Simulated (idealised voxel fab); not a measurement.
Process module in this document: voxel quadruple lines
FYI the section here is cut, 290 nm wide, cells are 5 nm squares.
In this document a cross-section is written as a grid of square cells. It is given as a series of bands, listed from the top down, and a band is one or more rows of cells. Top height, bottom height, nm. Materials left to right, width each, nm. Single material + "everywhere" = fills band edge to edge. "air" = empty. Below 0: as-received wafer, all one material; heights counted from there. Lowest band: no bottom, goes on down, written "0 -> down". Width: "30->40" (first number = top row, second number = bottom row, same change from row to row of cells). Given "nothing was modified" for a step, no cell of the cross-section differs between before and after that step. Look at "Sealed cavities" for the closed voids: empty spaces with no open path to the top, sized 8 cells or up. Each is width x height at distance, distance from the left edge, all nm. Post-settings text on a step line: simulator's own remark regarding the step. overlay nm: mask offset rightward from planned place, masked step; negative means leftward offset.
[Steps in the process plan]
1: RECEIVE [material Si]
2: CONFORMAL_DEP [material SiO2] [thk nm 10]
3: DIRECTIONAL_DEP [material TiN] [thk nm 15]
4: DIRECTIONAL_DEP [material polySi] [thk nm 20]
5: DIRECTIONAL_DEP [material aC] [thk nm 20]
6: PATTERN [tone cover] [mask id MANDREL] [material resist] [width nm 25] [thk nm 25] [overlay nm 0]
7: DIRECTIONAL_ETCH [etch materials aC] [depth nm 20]
8: STRIP [etch materials resist]
9: CONFORMAL_DEP [material SiO2] [thk nm 15]
10: DIRECTIONAL_ETCH [etch materials SiO2] [depth nm 15]
11: STRIP [etch materials aC]
12: DIRECTIONAL_ETCH [etch materials polySi] [depth nm 20]
13: STRIP [etch materials SiO2]
14: CONFORMAL_DEP [material SiN] [thk nm 10]
15: DIRECTIONAL_ETCH [etch materials SiN] [depth nm 10]
16: STRIP [etch materials polySi]
17: DIRECTIONAL_ETCH [etch materials TiN] [depth nm 15]
18: STRIP [etch materials SiN]
19: FILL_DEP [material lowk] [thk nm 10]
20: CMP [height nm 25]
The value of width nm given for step 6 in the plan refers to the first wafer; the wafers vary in this setting and are alike at the start.
[Cross-section: the first of several wafers in its as-received state, i.e. following step 1]
  0 -> down | Si everywhere
  Sealed cavities: none
[Cross-section, first of several wafers, end of module, after last step 20]
  25 -> 10 | lowk 105, then TiN 10, then lowk 15, then TiN 10, then lowk 5, then TiN 10, then lowk 15, then TiN 10, then lowk 110
  10 -> 0 | SiO2 everywhere
  0 -> down | Si everywhere
  Sealed cavities: none
[Last wafer of the set, cross-sectioned at end of module]
  25 -> 10 | lowk 95, then TiN 10, then lowk 15, then TiN 10, then lowk 30, then TiN 10, then lowk 15, then TiN 10, then lowk 95
  10 -> 0 | SiO2 everywhere
  0 -> down | Si everywhere
  Sealed cavities: none
[So in this table every wafer gets its own row, and what you see is where it stands at the end of the module: for each material, how many cells it picked up (+) or gave up (-) since we received it, and after that its closed voids]
width nm 25; +116 SiO2; +24 TiN; +150 lowk; Sealed cavities: none
width nm 30; +116 SiO2; +24 TiN; +150 lowk; Sealed cavities: none
width nm 35; +116 SiO2; +24 TiN; +150 lowk; Sealed cavities: none
width nm 40; +116 SiO2; +24 TiN; +150 lowk; Sealed cavities: none
width nm 45; +116 SiO2; +24 TiN; +150 lowk; Sealed cavities: none
width nm 50; +116 SiO2; +24 TiN; +150 lowk; Sealed cavities: none
